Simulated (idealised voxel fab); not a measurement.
Process module under the name voxel transistor to metal
Each square cell in cross-section cut measures 5 nm, and the section as a whole is 260 nm wide.
If you're reading a cross-section in this doc, picture square cells in a grid; it comes to you as bands, top ones listed first down to the bottom, and a band can be one or more rows of cells. It is stipulated that each band's entry specify, in nanometres, the height of the top of the band and then that of its bottom, followed by the materials of the band in left-to-right sequence, each together with its width in nanometres. A single material marked by the word "edge to edge" is understood to fill the band from edge to edge; the word "empty" is understood to denote empty space. Ref level 0: as-received wafer is one material below here. Bottom band extends down with no lower bound ("z 0 and below"). Width spec "30 to 40" -> top row of cells at first value, bottom row at second value, equal per-row change in between. What does "identical to before" mean for a step? It means no cell of the cross-section changed in that step. So "Closed void list" is basically the list of trapped voids: any empty space of 8 cells or more that can't reach the top through an opening. They're written width x height at distance, the distance being from the left edge, and it's all nm. Past the settings on a step's line: simulator remark, on that step. "overlay nm" on a masked step: distance the mask lay right of its planned place, negative for left.
Process steps foreseen in the plan
1) RECEIVE: material Si
2) CONFORMAL_DEP: material SiO2, thk nm 5
3) CONFORMAL_DEP: material SiN, thk nm 15
4) DIRECTIONAL_DEP: material aC, thk nm 15
5) PATTERN: tone cover, mask id ACTIVE, material resist, width nm 105, pitch nm 125, thk nm 35, overlay nm 0
6) DIRECTIONAL_ETCH: etch materials aC, depth nm 15
7) STRIP: etch materials resist
8) DIRECTIONAL_ETCH: etch materials SiN, depth nm 15
9) DIRECTIONAL_ETCH: etch materials SiO2, depth nm 5
10) DIRECTIONAL_ETCH: etch materials Si, depth nm 30
11) STRIP: etch materials aC
12) FILL_DEP: material SiO2, thk nm 10
13) CMP: height nm 20
14) SELECTIVE_ETCH: etch materials SiO2, depth nm 5
15) STRIP: etch materials SiN
16) SELECTIVE_ETCH: etch materials SiO2, depth nm 5
17) OXIDIZE: depth nm 5
18) DIRECTIONAL_DEP: material polySi, thk nm 25
19) DIRECTIONAL_DEP: material SiCN, thk nm 10
20) MASKED_ETCH: tone cover, mask id GATE, width nm 15, pitch nm 125, etch materials SiCN, depth nm 20, overlay nm -5
21) MASKED_ETCH: tone cover, mask id GATE, width nm 15, pitch nm 125, etch materials polySi, depth nm 35, overlay nm 0
22) CONFORMAL_DEP: material SiN, thk nm 5
23) DIRECTIONAL_ETCH: etch materials SiN, depth nm 5
24) DIRECTIONAL_ETCH: etch materials SiO2, depth nm 5
25) EPI: material nSi, thk nm 5
26) FILL_DEP: material SiO2, thk nm 10
27) CMP: height nm 35
28) DIRECTIONAL_DEP: material SiO2, thk nm 10
29) DIRECTIONAL_DEP: material aC, thk nm 10
30) PATTERN: tone open, mask id CONTACT, material resist, width nm 20, thk nm 25, overlay nm 0
31) DIRECTIONAL_ETCH: etch materials aC, depth nm 10
32) STRIP: etch materials resist
33) DIRECTIONAL_ETCH: etch materials SiO2, depth nm 45
34) STRIP: etch materials aC
35) CONFORMAL_DEP: material TiN, thk nm 5
36) FILL_DEP: material W, thk nm 10
37) CMP: height nm 45
38) DIRECTIONAL_DEP: material TiN, thk nm 5
39) DIRECTIONAL_DEP: material W, thk nm 20
40) MASKED_ETCH: tone cover, mask id METAL_1, width nm 20, etch materials W, depth nm 20, overlay nm 0
41) MASKED_ETCH: tone cover, mask id METAL_1, width nm 20, etch materials TiN, depth nm 5, overlay nm 0
42) FILL_DEP: material lowk, thk nm 5
43) CMP: height nm 70
44) CONFORMAL_DEP: material SiCN, thk nm 5
45) DIRECTIONAL_DEP: material SiO2, thk nm 25
46) PATTERN: tone open, mask id METAL_2, material resist, width nm 20, pitch nm 125, thk nm 15, overlay nm 0
47) DIRECTIONAL_ETCH: etch materials SiO2, depth nm 15
48) STRIP: etch materials resist
49) PATTERN: tone open, mask id METAL_2_HOLES, material resist, width nm 15, pitch nm 125, thk nm 20, overlay nm 0
50) DIRECTIONAL_ETCH: etch materials SiO2, depth nm 10
51) DIRECTIONAL_ETCH: etch materials SiCN, depth nm 5
52) STRIP: etch materials resist
53) CONFORMAL_DEP: material TiN, thk nm 5
54) FILL_DEP: material Ru, thk nm 10
55) CMP: height nm 100
56) CONFORMAL_DEP: material SiN, thk nm 5
Don't read the plan's overlay nm for step 20 as applying to every wafer: that's the first wafer's value, and the wafers differ in it, though they all start identical.
The first of several wafers, as received after step 1, seen in section
  z 0 and below | Si edge to edge
  Closed void list: none
Table: wafers, a row each; end-of-module cell change per material since receipt, gain (+), loss (-); then closed voids
overlay nm -5, +14 Ru, -102 Si, +58 SiCN, +88 SiN, +532 SiO2, +124 TiN, +128 W, +180 lowk, +30 nSi, +40 polySi, Closed void list: none
overlay nm 0, +14 Ru, -102 Si, +58 SiCN, +88 SiN, +540 SiO2, +124 TiN, +128 W, +180 lowk, +32 nSi, +30 polySi, Closed void list: none
overlay nm 5, +14 Ru, -102 Si, +58 SiCN, +88 SiN, +532 SiO2, +124 TiN, +128 W, +180 lowk, +30 nSi, +40 polySi, Closed void list: none
